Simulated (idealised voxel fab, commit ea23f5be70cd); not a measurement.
This section sets out a process module, namely voxel gate over fins.
The figure presents cross-section cut, which has a width of 225 nm and is divided into square cells with an edge length of 5 nm.
Just so we're on the same page, the cross-sections are grids of square cells, and they're listed out in bands top to bottom, each band one or more rows deep. What a band's entry tells you: where the top is and where the bottom is, as heights in nm, and after that what lies inside, material by material from left to right, each with its width in nm. Empty space is written as the word "blank", and a single material marked with the word "full width" occupies the band from edge to edge. Ref level 0: as-received wafer is one material below here. Bottom band extends down with no lower bound ("0 and below"). Think of "30->40" as a width that walks from the first number to the second as you go down the band, top row to bottom row, taking equal-sized steps from row to row. The cross-section has no changed cell in any step marked "remains unaltered". Enclosed voids (no open way to top), threshold 8 cells or more, entry "Closed void register", notation width x height at distance, distance from left edge, nm. Formally, on a step line, whatever follows the settings is a remark that the simulator itself makes on the step. Steps that use a mask can have "overlay nm" on their line. It says how far the mask sat to the right of where it was meant to be. Negative means to the left.

Process steps (planned)
1 RECEIVE | material Si
2 CONFORMAL_DEP | material SiN | thk nm 10
3 DIRECTIONAL_DEP | material aC | thk nm 15
4 PATTERN | tone cover | mask id FINS | material resist | width nm 15 | pitch nm 35 | thk nm 30 | overlay nm 0
5 DIRECTIONAL_ETCH | etch materials aC | depth nm 15
6 STRIP | etch materials resist
7 DIRECTIONAL_ETCH | etch materials SiN | depth nm 10
8 DIRECTIONAL_ETCH | etch materials Si | depth nm 40
9 STRIP | etch materials aC
10 OXIDIZE | depth nm 5
11 FILL_DEP | material SiO2 | thk nm 10
12 CMP | height nm 10
13 SELECTIVE_ETCH | etch materials SiO2 | depth nm 20
14 STRIP | etch materials SiN
15 CONFORMAL_DEP | material HfO2 | thk nm 5
16 CONFORMAL_DEP | material TiN | thk nm 5
17 CONFORMAL_DEP | material TiAl | thk nm 5
18 CONFORMAL_DEP | material TiN | thk nm 5
19 FILL_DEP | material W | thk nm 10
20 CMP | height nm 25
21 CONFORMAL_DEP | material SiN | thk nm 10

Incoming wafer, cross-sectional view, post step 1
    0 and below | Si full width
    Closed void register: none

Final wafer profile in cross-section after the module, from the same start and plan as above, with one mistake made during processing
    35 down to 25 | SiN full width
    25 down to 15 | W full width
    15 down to 5 | W=40; TiN=140; W=45
    5 down to 0 | TiN=50; HfO2=15; TiN=20; HfO2=15; TiN=20; HfO2=15; TiN=20; HfO2=15; TiN=55
    0 down to -5 | TiN=50; HfO2=5; Si=5; HfO2=5; TiN=20; HfO2=5; Si=5; HfO2=5; TiN=20; HfO2=5; Si=5; HfO2=5; TiN=20; HfO2=5; Si=5; HfO2=5; TiN=55
    -5 down to -10 | HfO2=55; Si=5; HfO2=30; Si=5; HfO2=30; Si=5; HfO2=30; Si=5; HfO2=60
    -10 down to -45 | SiO2=55; Si=5; SiO2=30; Si=5; SiO2=30; Si=5; SiO2=30; Si=5; SiO2=60
    -45 and below | Si full width
    Closed void register: none
What was done differently from what was planned? step 17 was left out
